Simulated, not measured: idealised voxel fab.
Presented below is a process module, voxel self aligned contacts.
Displayed cross-section: cut, width of 215 nm, square cells sized 5 nm.
Cross-section = grid of square cells, listed top down in bands; band = one or more rows.
The band entry comprises the height of the band's top followed by the height of its bottom, expressed in nm, and subsequently the band's materials from left to right, each stated together with its width in nm. Where a single material is marked with the word "edge to edge", that material fills the band from edge to edge. The word "air" represents empty space.
Where do heights start? At 0: under that level the wafer as delivered is made of one material only. And the lowest band has no floor; it just carries on downward, as in "0 -> down".
A two-number width, for instance "30..40", indicates that the width is equal to the first number in the top row of the band and to the second number in the bottom row, and that it changes by a constant amount per row of cells.
Any step labelled "left unchanged" changed none of the cells in the cross-section.
Voids not open to the top, 8 cells minimum: see "Unvented voids". Written width x height at distance; distance is from the left edge; nm.
after a step's settings: what the simulator itself notes on the step
overlay nm: where the mask lay relative to plan, measured to the right, on steps with a mask; negatives go left.

Below is the list of planned process steps
- 1: RECEIVE: material Si
- 2: OXIDIZE: depth nm 5
- 3: DIRECTIONAL_DEP: material polySi, thk nm 20
- 4: DIRECTIONAL_DEP: material SiN, thk nm 20
- 5: MASKED_ETCH: tone cover, mask id GATE, width nm 30, pitch nm 55, etch materials SiN, depth nm 20, overlay nm 0
- 6: MASKED_ETCH: tone cover, mask id GATE, width nm 30, pitch nm 55, etch materials polySi, depth nm 20, overlay nm 0
- 7: CONFORMAL_DEP: material SiN, thk nm 5
- 8: DIRECTIONAL_ETCH: etch materials SiN, depth nm 5
- 9: FILL_DEP: material SiO2, thk nm 15
- 10: CMP: height nm 50
- 11: MASKED_ETCH: tone open, mask id CONTACT, width nm 35, etch materials SiO2, depth nm 55, overlay nm 0
- 12: CONFORMAL_DEP: material TiN, thk nm 5
- 13: FILL_DEP: material Ru, thk nm 10
- 14: CMP: height nm 50
- 15: CONFORMAL_DEP: material SiCN, thk nm 5

First of two wafers, processed according to plan

So this is the incoming wafer in cross-section - it's already been through step 1
    0 -> down = Si edge to edge
    Unvented voids: none

Upon completion of step 2, the wafer appears in cross-section as shown
    0 -> -5 = SiO2 edge to edge
    Note: structure below -5 unchanged.

Upon completion of step 3, the wafer appears in cross-section as shown
    20 -> 0 = polySi edge to edge
    Note: structure below 0 unchanged.

Upon completion of step 4, the wafer appears in cross-section as shown
    40 -> 20 = SiN edge to edge
    Note: structure below 20 unchanged.

Upon completion of step 5, the wafer appears in cross-section as shown
    40 -> 20 = 65 of air / 30 of SiN / 25 of air / 30 of SiN / 65 of air
    Note: structure below 20 unchanged.

Upon completion of step 6, the wafer appears in cross-section as shown
    40 -> 20 = 65 of air / 30 of SiN / 25 of air / 30 of SiN / 65 of air
    20 -> 0 = 65 of air / 30 of polySi / 25 of air / 30 of polySi / 65 of air
    Note: structure below 0 unchanged.

Upon completion of step 7, the wafer appears in cross-section as shown
    45 -> 20 = 60 of air / 40 of SiN / 15 of air / 40 of SiN / 60 of air
    20 -> 5 = 60 of air / 5 of SiN / 30 of polySi / 5 of SiN / 15 of air / 5 of SiN / 30 of polySi / 5 of SiN / 60 of air
    5 -> 0 = 65 of SiN / 30 of polySi / 25 of SiN / 30 of polySi / 65 of SiN
    Note: structure below 0 unchanged.

Upon completion of step 8, the wafer appears in cross-section as shown
    40 -> 20 = 60 of air / 40 of SiN / 15 of air / 40 of SiN / 60 of air
    20 -> 0 = 60 of air / 5 of SiN / 30 of polySi / 5 of SiN / 15 of air / 5 of SiN / 30 of polySi / 5 of SiN / 60 of air
    Note: structure below 0 unchanged.

Upon completion of step 9, the wafer appears in cross-section as shown
    55 -> 40 = SiO2 edge to edge
    40 -> 20 = 60 of SiO2 / 40 of SiN / 15 of SiO2 / 40 of SiN / 60 of SiO2
    20 -> 0 = 60 of SiO2 / 5 of SiN / 30 of polySi / 5 of SiN / 15 of SiO2 / 5 of SiN / 30 of polySi / 5 of SiN / 60 of SiO2
    Note: structure below 0 unchanged.

Upon completion of step 10, the wafer appears in cross-section as shown
    50 -> 40 = SiO2 edge to edge
    Note: structure below 40 unchanged.

Upon completion of step 11, the wafer appears in cross-section as shown
    50 -> 40 = 90 of SiO2 / 35 of air / 90 of SiO2
    40 -> 20 = 60 of SiO2 / 40 of SiN / 15 of air / 40 of SiN / 60 of SiO2
    20 -> 0 = 60 of SiO2 / 5 of SiN / 30 of polySi / 5 of SiN / 15 of air / 5 of SiN / 30 of polySi / 5 of SiN / 60 of SiO2
    0 -> -5 = 100 of SiO2 / 15 of air / 100 of SiO2
    Note: structure below -5 unchanged.

Upon completion of step 12, the wafer appears in cross-section as shown
    55 -> 50 = 95 of TiN / 25 of air / 95 of TiN
    50 -> 40 = 90 of SiO2 / 5..15 of TiN / 25..5 of air / 5..15 of TiN / 90 of SiO2
    40 -> 20 = 60 of SiO2 / 40 of SiN / 5 of TiN / 5 of air / 5 of TiN / 40 of SiN / 60 of SiO2
    20 -> 0 = 60 of SiO2 / 5 of SiN / 30 of polySi / 5 of SiN / 5 of TiN / 5 of air / 5 of TiN / 5 of SiN / 30 of polySi / 5 of SiN / 60 of SiO2
    0 -> -5 = 100 of SiO2 / 15 of TiN / 100 of SiO2
    Note: structure below -5 unchanged.

Upon completion of step 13, the wafer appears in cross-section as shown
    65 -> 55 = Ru edge to edge
    55 -> 50 = 95 of TiN / 25 of Ru / 95 of TiN
    50 -> 40 = 90 of SiO2 / 5..15 of TiN / 25..5 of Ru / 5..15 of TiN / 90 of SiO2
    40 -> 20 = 60 of SiO2 / 40 of SiN / 5 of TiN / 5 of Ru / 5 of TiN / 40 of SiN / 60 of SiO2
    20 -> 0 = 60 of SiO2 / 5 of SiN / 30 of polySi / 5 of SiN / 5 of TiN / 5 of Ru / 5 of TiN / 5 of SiN / 30 of polySi / 5 of SiN / 60 of SiO2
    Note: structure below 0 unchanged.

Upon completion of step 14, the wafer appears in cross-section as shown
    50 -> 40 = 90 of SiO2 / 5..15 of TiN / 25..5 of Ru / 5..15 of TiN / 90 of SiO2
    Note: structure below 40 unchanged.

Upon completion of step 15, the wafer appears in cross-section as shown
    55 -> 50 = SiCN edge to edge
    Note: structure below 50 unchanged.

Okay, second wafer. Nothing different at the start, nothing different in the plan, just one mistake somewhere in the running. As far as step 11, counting that step, it's the first wafer all over again

Second wafer, cut view, end of step 12 per plan
    55 -> 50 = 95 of polySi / 25 of air / 95 of polySi
    50 -> 40 = 90 of SiO2 / 5..15 of polySi / 25..5 of air / 5..15 of polySi / 90 of SiO2
    40 -> 20 = 60 of SiO2 / 40 of SiN / 5 of polySi / 5 of air / 5 of polySi / 40 of SiN / 60 of SiO2
    20 -> 0 = 60 of SiO2 / 5 of SiN / 30 of polySi / 5 of SiN / 5 of polySi / 5 of air / 5 of polySi / 5 of SiN / 30 of polySi / 5 of SiN / 60 of SiO2
    0 -> -5 = 100 of SiO2 / 15 of polySi / 100 of SiO2
    Note: structure below -5 unchanged.

Second wafer, cut view, end of step 13 per plan
    65 -> 55 = Ru edge to edge
    55 -> 50 = 95 of polySi / 25 of Ru / 95 of polySi
    50 -> 40 = 90 of SiO2 / 5..15 of polySi / 25..5 of Ru / 5..15 of polySi / 90 of SiO2
    40 -> 20 = 60 of SiO2 / 40 of SiN / 5 of polySi / 5 of Ru / 5 of polySi / 40 of SiN / 60 of SiO2
    20 -> 0 = 60 of SiO2 / 5 of SiN / 30 of polySi / 5 of SiN / 5 of polySi / 5 of Ru / 5 of polySi / 5 of SiN / 30 of polySi / 5 of SiN / 60 of SiO2
    Note: structure below 0 unchanged.

Second wafer, cut view, end of step 14 per plan
    50 -> 40 = 90 of SiO2 / 5..15 of polySi / 25..5 of Ru / 5..15 of polySi / 90 of SiO2
    Note: structure below 40 unchanged.

Second wafer, cut view, end of step 15 per plan
    55 -> 50 = SiCN edge to edge
    Note: structure below 50 unchanged.
What was done differently from what was planned? step 12, actual vs plan mismatch, actual run CONFORMAL_DEP: material polySi, thk nm 5
At the finish, the second wafer shows more or fewer cells for some materials than the first does: 27 fewer of TiN; 27 more of polySi
